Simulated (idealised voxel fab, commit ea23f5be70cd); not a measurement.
process module | voxel self aligned contacts
cross-section cut | 250 nm wide | cells 5 nm
A cross-section is a grid of square cells, given in bands from the top down. A band is one or more rows of cells.
Each band's line starts with the height of the band's top and of its bottom, in nm. Then come its materials from left to right, each with its width in nm. One material with "throughout" fills the band from edge to edge. "air" is empty space.
Height 0 is the level under which the wafer as received is all one material. The lowest band goes on downwards, as in "0 down".
A width such as "30 to 40" changes by the same amount from each row of cells to the next, from the band's top row to its bottom row.
"no change" after a step means that no cell of the cross-section changed.
closed voids: empty space of 8 cells or more with no open way to the top, each as width x height at its distance from the left edge, in nm
after a step's settings: what the simulator itself notes on the step
overlay nm, on a step with a mask: how far to the right of its planned place the mask lay; to the left if negative
plan
1 op RECEIVE | material Si
2 op CONFORMAL_DEP | material SiO2 | thk nm 5
3 op DIRECTIONAL_DEP | material polySi | thk nm 30
4 op DIRECTIONAL_DEP | material SiN | thk nm 15
5 op PATTERN | tone cover | mask id GATE | material resist | width nm 35 | pitch nm 60 | thk nm 15 | overlay nm 0
6 op DIRECTIONAL_ETCH | etch materials SiN | depth nm 15
7 op DIRECTIONAL_ETCH | etch materials polySi | depth nm 30
8 op STRIP | etch materials resist
9 op CONFORMAL_DEP | material SiN | thk nm 5
10 op DIRECTIONAL_ETCH | etch materials SiN | depth nm 5
11 op FILL_DEP | material SiO2 | thk nm 15
12 op CMP | height nm 60
13 op PATTERN | tone open | mask id CONTACT | material resist | width nm 35 | pitch nm 60 | thk nm 15 | overlay nm 0
14 op DIRECTIONAL_ETCH | etch materials SiO2 | depth nm 60
15 op STRIP | etch materials resist
16 op CONFORMAL_DEP | material TiN | thk nm 5
17 op FILL_DEP | material Ru | thk nm 5
18 op CMP | height nm 60
19 op CONFORMAL_DEP | material SiCN | thk nm 5
as received, after step 1
  0 down: Si throughout
  closed voids: none
a wafer at the end: this start, this plan, one mistake
  65 to 60: SiCN throughout
  60 to 55: Ru 70 | TiN 5 | SiO2 35 | TiN 5 | Ru 15 | TiN 5 | SiO2 35 | TiN 5 | Ru 75
  55 to 50: Ru 35 | TiN 40 | SiO2 35 | TiN 25 | SiO2 35 | TiN 40 | Ru 40
  50 to 35: Ru 35 | TiN 5 | SiN 45 | SiO2 15 | SiN 45 | SiO2 15 | SiN 45 | TiN 5 | Ru 40
  35 to 5: Ru 35 | TiN 5 | SiN 5 | polySi 35 | SiN 5 | SiO2 15 | SiN 5 | polySi 35 | SiN 5 | SiO2 15 | SiN 5 | polySi 35 | SiN 5 | TiN 5 | Ru 40
  5 to 0: TiN 40 | SiO2 165 | TiN 45
  0 down: Si throughout
  closed voids: none
what went wrong: step 13 ran as: op PATTERN | tone cover | mask id CONTACT | material resist | width nm 35 | pitch nm 60 | thk nm 15 | overlay nm 0
